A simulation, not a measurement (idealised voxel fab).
The name of this process module is voxel capacitor over wiring.
FYI the section here is cut, 160 nm wide, cells are 5 nm squares.
When this document writes out a cross-section, it uses a grid of square cells and lists it as bands, beginning at the top and moving down, with a band standing for one or more rows of cells. Band entry format. Leading values: height of top, height of bottom, nm. Remainder: materials in left-to-right order, each with its width in nm. Special words: "throughout" on a single material, which then fills the band edge to edge; "air", empty space. The level at which height equals 0 is the one under which the wafer, as it arrives, is entirely one material. No lower edge exists for the bottom band, which continues downward and is notated as in "from 0 down". The width entry "30..40" should be interpreted row by row: the top row of cells in the band takes the first number, the bottom row takes the second number, and the change between adjacent rows is uniform throughout. Reading "everything unchanged" for a step: not a cell of the cross-section changed in it. Enclosed voids (no open way to top), threshold 8 cells or more, entry "Sealed void listing", notation width x height at distance, distance from left edge, nm. If you see something after the settings on a step's line, that's the simulator's own remark about that step. Each step line may optionally specify "overlay nm", which for a step with a mask gives the rightward distance between the mask's planned place and where it lay, a negative value indicating the leftward direction.
These are the steps we planned for the process
| 1 | RECEIVE,material Si |
| 2 | CONFORMAL_DEP,material SiO2,thk nm 10 |
| 3 | DIRECTIONAL_DEP,material TiN,thk nm 5 |
| 4 | DIRECTIONAL_DEP,material Ru,thk nm 15 |
| 5 | PATTERN,tone cover,mask id METAL_1,material resist,width nm 25,pitch nm 95,thk nm 20,overlay nm 0 |
| 6 | DIRECTIONAL_ETCH,etch materials Ru,depth nm 15 |
| 7 | DIRECTIONAL_ETCH,etch materials TiN,depth nm 5 |
| 8 | STRIP,etch materials resist |
| 9 | CONFORMAL_DEP,material SiCN,thk nm 5 |
| 10 | FILL_DEP,material SiO2,thk nm 5 |
| 11 | CMP,height nm 30 |
| 12 | CONFORMAL_DEP,material SiCN,thk nm 5 |
| 13 | DIRECTIONAL_DEP,material SiO2,thk nm 15 |
| 14 | DIRECTIONAL_DEP,material aC,thk nm 10 |
| 15 | PATTERN,tone open,mask id PLUG_1,material resist,width nm 15,thk nm 25,overlay nm 0 |
| 16 | DIRECTIONAL_ETCH,etch materials aC,depth nm 10 |
| 17 | STRIP,etch materials resist |
| 18 | DIRECTIONAL_ETCH,etch materials SiO2,depth nm 15 |
| 19 | DIRECTIONAL_ETCH,etch materials SiCN,depth nm 5 |
| 20 | STRIP,etch materials aC |
| 21 | CONFORMAL_DEP,material TiN,thk nm 5 |
| 22 | FILL_DEP,material Cu,thk nm 5 |
| 23 | CMP,height nm 50 |
| 24 | DIRECTIONAL_DEP,material TiN,thk nm 10 |
| 25 | DIRECTIONAL_DEP,material HfO2,thk nm 5 |
| 26 | DIRECTIONAL_DEP,material TiN,thk nm 10 |
| 27 | DIRECTIONAL_DEP,material aC,thk nm 10 |
| 28 | PATTERN,tone cover,mask id UPPER_PLATE,material resist,width nm 75,thk nm 30,overlay nm 0 |
| 29 | DIRECTIONAL_ETCH,etch materials aC,depth nm 10 |
| 30 | STRIP,etch materials resist |
| 31 | DIRECTIONAL_ETCH,etch materials TiN,depth nm 10 |
| 32 | DIRECTIONAL_ETCH,etch materials HfO2,depth nm 5 |
| 33 | STRIP,etch materials aC |
| 34 | DIRECTIONAL_DEP,material aC,thk nm 10 |
| 35 | PATTERN,tone cover,mask id LOWER_PLATE,material resist,width nm 85,thk nm 25,overlay nm 0 |
| 36 | DIRECTIONAL_ETCH,etch materials aC,depth nm 10 |
| 37 | STRIP,etch materials resist |
| 38 | DIRECTIONAL_ETCH,etch materials TiN,depth nm 10 |
| 39 | STRIP,etch materials aC |
| 40 | FILL_DEP,material SiO2,thk nm 20 |
| 41 | CMP,height nm 90 |
| 42 | MASKED_ETCH,tone open,mask id PLUG_2,width nm 15,etch materials SiO2,depth nm 15,overlay nm 0 |
| 43 | CONFORMAL_DEP,material TiN,thk nm 5 |
| 44 | FILL_DEP,material Cu,thk nm 5 |
| 45 | CMP,height nm 90 |
| 46 | CONFORMAL_DEP,material SiN,thk nm 5 |
Incoming wafer, cross-sectional view, post step 1
* from 0 down  Si throughout
* Sealed void listing: none
The first of two wafers, cross-sectioned at the end of the module, with the run proceeding as planned
* from 95 to 90  SiN throughout
* from 90 to 80  SiO2 (40) | TiN (5) | Cu (5) | TiN (5) | SiO2 (105)
* from 80 to 75  SiO2 (40) | TiN (15) | SiO2 (105)
* from 75 to 65  SiO2 (30) | TiN (75) | SiO2 (55)
* from 65 to 60  SiO2 (30) | HfO2 (75) | SiO2 (55)
* from 60 to 50  SiO2 (25) | TiN (85) | SiO2 (50)
* from 50 to 35  SiO2 (30) | TiN (5) | Cu (5) | TiN (5) | SiO2 (115)
* from 35 to 30  SiCN (30) | TiN (15) | SiCN (115)
* from 30 to 15  SiO2 (15) | SiCN (5) | Ru (25) | SiCN (5) | SiO2 (60) | SiCN (5) | Ru (25) | SiCN (5) | SiO2 (15)
* from 15 to 10  SiCN (20) | TiN (25) | SiCN (70) | TiN (25) | SiCN (20)
* from 10 to 0  SiO2 throughout
* from 0 down  Si throughout
* Sealed void listing: none
Second wafer through the module, sectioned at the end: same beginning and same plan as the first wafer, with one mistake in carrying it out
* from 95 to 90  SiN throughout
* from 90 to 80  SiO2 (40) | TiN (5) | Cu (5) | TiN (5) | SiO2 (105)
* from 80 to 75  SiO2 (40) | TiN (15) | SiO2 (105)
* from 75 to 70  SiO2 (30) | HfO2 (75) | SiO2 (55)
* from 70 to 60  SiO2 (25) | TiN (85) | SiO2 (50)
* from 60 to 50  TiN throughout
* from 50 to 35  SiO2 (30) | TiN (5) | Cu (5) | TiN (5) | SiO2 (115)
* from 35 to 30  SiCN (30) | TiN (15) | SiCN (115)
* from 30 to 15  SiO2 (15) | SiCN (5) | Ru (25) | SiCN (5) | SiO2 (60) | SiCN (5) | Ru (25) | SiCN (5) | SiO2 (15)
* from 15 to 10  SiCN (20) | TiN (25) | SiCN (70) | TiN (25) | SiCN (20)
* from 10 to 0  SiO2 throughout
* from 0 down  Si throughout
* Sealed void listing: none
Deviation from plan: the intended sequence of steps 25 and 26 was reversed during processing, with each occupying the position of the other
Once processing is complete, comparing cell counts shows that the second wafer has more or fewer of certain materials than the first: SiO2 -34 | TiN +34
